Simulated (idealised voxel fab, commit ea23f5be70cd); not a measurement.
The following is a process module called voxel ribs on slabs.
The figure presents cross-section cut, which has a width of 145 nm and is divided into square cells with an edge length of 5 nm.
In what follows, cross-sections appear as grids of square cells, described through bands that run from the top down, where every band is one or more rows of cells.
Within each band entry, the heights of the top and of the bottom of the band appear first, in that order and in nm; the materials of the band then follow from left to right, each with its corresponding width in nm. The designation "throughout" on a single material indicates that it fills the band from edge to edge; the designation "blank" indicates empty space.
The reference from which all heights are counted is 0, the level beneath which the as-received wafer is entirely one material; the lowest band, having no lower bound, proceeds downward and is written after the example "from 0 down".
Width "30->40": first value at the band's top row of cells, second value at its bottom row, equal change from row to row.
Step marked "remained unchanged"? Then no cell in the cross-section changed in it.
Voids not open to the top, 8 cells minimum: see "Fully sealed voids". Written width x height at distance; distance is from the left edge; nm.
after a step's settings: what the simulator itself notes on the step
You can add "overlay nm" to a step's line. For a step with a mask, it describes how far the mask lay to the right of its planned position, and a negative number describes a lay to the left.

[Steps in the process plan]
| 1 | RECEIVE (material Si) |
| 2 | DIRECTIONAL_DEP (material SiO2; thk nm 30) |
| 3 | DIRECTIONAL_DEP (material polySi; thk nm 25) |
| 4 | PATTERN (tone cover; mask id RIB; material resist; width nm 30; thk nm 15; overlay nm 0) |
| 5 | DIRECTIONAL_ETCH (etch materials polySi; depth nm 20) |
| 6 | STRIP (etch materials resist) |
| 7 | DIRECTIONAL_DEP (material aC; thk nm 10) |
| 8 | PATTERN (tone cover; mask id SLAB; material resist; width nm 80; thk nm 30; overlay nm 0) |
| 9 | DIRECTIONAL_ETCH (etch materials aC; depth nm 10) |
| 10 | STRIP (etch materials resist) |
| 11 | DIRECTIONAL_ETCH (etch materials polySi; depth nm 5) |
| 12 | STRIP (etch materials aC) |
| 13 | FILL_DEP (material SiO2; thk nm 25) |
| 14 | CMP (height nm 70) |
| 15 | DIRECTIONAL_DEP (material W; thk nm 5) |
| 16 | MASKED_ETCH (tone cover; mask id HEATER; width nm 40; etch materials W; depth nm 5; overlay nm 0) |
| 17 | CONFORMAL_DEP (material SiN; thk nm 5) |

[Incoming wafer, cross-sectional view, post step 1]
    from 0 down  Si throughout
    Fully sealed voids: none

[Post-module cross-section of the first of two wafers (run per plan)]
    from 80 to 75  45 nm blank, then 50 nm SiN, then 50 nm blank
    from 75 to 70  50 nm SiN, then 40 nm W, then 55 nm SiN
    from 70 to 55  SiO2 throughout
    from 55 to 35  55 nm SiO2, then 30 nm polySi, then 60 nm SiO2
    from 35 to 30  30 nm SiO2, then 80 nm polySi, then 35 nm SiO2
    from 30 to 0  SiO2 throughout
    from 0 down  Si throughout
    Fully sealed voids: none

[Cross-section of the latter of the two wafers at module completion. It had an identical start and an identical plan to the former; in running it, one mistake was made]
    from 80 to 75  45 nm blank, then 50 nm SiN, then 50 nm blank
    from 75 to 70  50 nm SiN, then 40 nm W, then 55 nm SiN
    from 70 to 60  SiO2 throughout
    from 60 to 40  55 nm SiO2, then 30 nm polySi, then 60 nm SiO2
    from 40 to 35  30 nm SiO2, then 80 nm polySi, then 35 nm SiO2
    from 35 to 30  polySi throughout
    from 30 to 0  SiO2 throughout
    from 0 down  Si throughout
    Fully sealed voids: none
It is concluded that the wafer was processed incorrectly with respect to the plan, in that planned and actual differ for step 3; actual: DIRECTIONAL_DEP (material polySi; thk nm 30)
Per the end-of-run cell counts, the second wafer holds more or fewer of some materials than the first: SiO2 -29, polySi +29
